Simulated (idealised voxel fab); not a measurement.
voxel trench capacitor: a process module
The width of the displayed cross-section, cut, is 150 nm; its cells are square, with a size of 5 nm.
Just so we're on the same page, the cross-sections are grids of square cells, and they're listed out in bands top to bottom, each band one or more rows deep. Each band's line starts with the height of the band's top and of its bottom, in nm. Then come its materials from left to right, each with its width in nm. One material with "all across" fills the band from edge to edge. "air" is empty space. Convention: height 0 is the level below which the wafer, as received, is all one material. The lowest band does not terminate at the bottom but continues downward, represented as "0 and below". Top row gets the first number, bottom row gets the second, and each row in between changes by the same step: that is how a band width like "30..40" works. It should be understood that the words "no change occurred", when stated for a given step, signify that the cross-section underwent no change in any of its cells during that step. The entry titled "Closed empty spaces" provides the empty spaces that have no open way to the top, restricted to those of 8 cells or more. Each is presented as width x height at distance, the distance being measured from the left edge, with all three in nm. That trailing text on a step's line, after the settings, is the simulator's own remark on the step. A step line may carry the setting "overlay nm", which, for steps involving a mask, states the distance by which the mask lay to the right of its intended position; negative values denote displacement to the left.
## The planned process steps are enumerated hereunder
- 1: RECEIVE [material Si]
- 2: CONFORMAL_DEP [material SiN] [thk nm 5]
- 3: PATTERN [tone open] [mask id TRENCH] [material resist] [width nm 20] [pitch nm 40] [thk nm 15] [overlay nm 0]
- 4: DIRECTIONAL_ETCH [etch materials SiN] [depth nm 5]
- 5: DIRECTIONAL_ETCH [etch materials Si] [depth nm 35]
- 6: STRIP [etch materials resist]
- 7: CONFORMAL_DEP [material SiO2] [thk nm 5]
- 8: FILL_DEP [material polySi] [thk nm 5]
- 9: CMP [height nm 5]
## Incoming wafer, cross-sectional view, post step 1
    0 and below = Si all across
    Closed empty spaces: none
## As-planned run: cross-section of the first of two wafers at end of module
    5 down to 0 = SiN (25) / SiO2 (5) / polySi (10) / SiO2 (5) / SiN (20) / SiO2 (5) / polySi (10) / SiO2 (5) / SiN (20) / SiO2 (5) / polySi (10) / SiO2 (5) / SiN (25)
    0 down to -30 = Si (25) / SiO2 (5) / polySi (10) / SiO2 (5) / Si (20) / SiO2 (5) / polySi (10) / SiO2 (5) / Si (20) / SiO2 (5) / polySi (10) / SiO2 (5) / Si (25)
    -30 down to -35 = Si (25) / SiO2 (20) / Si (20) / SiO2 (20) / Si (20) / SiO2 (20) / Si (25)
    -35 and below = Si all across
    Closed empty spaces: none
## Wafer two (of two), end-of-module cross-section: start = wafer one, plan = wafer one, one run mistake
    5 down to 0 = SiN (25) / SiO2 (5) / polySi (10) / SiO2 (5) / SiN (20) / SiO2 (5) / polySi (10) / SiO2 (5) / SiN (20) / SiO2 (5) / polySi (10) / SiO2 (5) / SiN (25)
    0 down to -25 = Si (25) / SiO2 (5) / polySi (10) / SiO2 (5) / Si (20) / SiO2 (5) / polySi (10) / SiO2 (5) / Si (20) / SiO2 (5) / polySi (10) / SiO2 (5) / Si (25)
    -25 down to -30 = Si (25) / SiO2 (20) / Si (20) / SiO2 (20) / Si (20) / SiO2 (20) / Si (25)
    -30 and below = Si all across
    Closed empty spaces: none
Where did the run depart from the plan? step 5 changed vs plan, executed as DIRECTIONAL_ETCH [etch materials Si] [depth nm 30]
Final comparison by cell count, materials where the second wafer has more or fewer than the first: Si +12 | SiO2 -6 | polySi -6
